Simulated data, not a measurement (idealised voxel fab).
process module | voxel released beams
cross-section cut | 275 nm wide | cells 5 nm
A cross-section is a grid of square cells, given in bands from the top down. A band is one or more rows of cells.
Each band's line starts with the height of the band's top and of its bottom, in nm. Then come its materials from left to right, each with its width in nm. One material with "throughout" fills the band from edge to edge. "air" is empty space.
Height 0 is the level under which the wafer as received is all one material. The lowest band goes on downwards, as in "0 down".
A width such as "30 to 40" changes by the same amount from each row of cells to the next, from the band's top row to its bottom row.
"no change" after a step means that no cell of the cross-section changed.
closed voids: empty space of 8 cells or more with no open way to the top, each as width x height at its distance from the left edge, in nm
after a step's settings: what the simulator itself notes on the step
overlay nm, on a step with a mask: how far to the right of its planned place the mask lay; to the left if negative
plan
1 op RECEIVE | material Si
2 op CONFORMAL_DEP | material SiN | thk nm 5
3 op DIRECTIONAL_DEP | material SiO2 | thk nm 20
4 op MASKED_ETCH | tone open | mask id ANCHOR | width nm 35 | etch materials SiO2 | depth nm 20 | overlay nm 0
5 op CONFORMAL_DEP | material TiN | thk nm 10
6 op MASKED_ETCH | tone cover | mask id BEAM | width nm 85 | etch materials TiN | depth nm 10 | overlay nm -15
7 op STRIP | etch materials SiO2
varied across the wafers: overlay nm of step 6. The plan shows the first wafer's value. All wafers start alike
first wafer as received, after step 1
  0 down: Si throughout
  closed voids: none
each wafer at the end: cells of each material gained (+) or lost (-) since it was received, then its closed voids
overlay nm -15 | +55 SiN | +50 TiN | closed voids: none
overlay nm -10 | +55 SiN | +50 TiN | closed voids: none
overlay nm -5 | +55 SiN | +50 TiN | closed voids: none
overlay nm 0 | +55 SiN | +50 TiN | closed voids: none
overlay nm 5 | +55 SiN | +50 TiN | closed voids: none
overlay nm 10 | +55 SiN | +50 TiN | closed voids: none
overlay nm 15 | +55 SiN | +50 TiN | closed voids: none
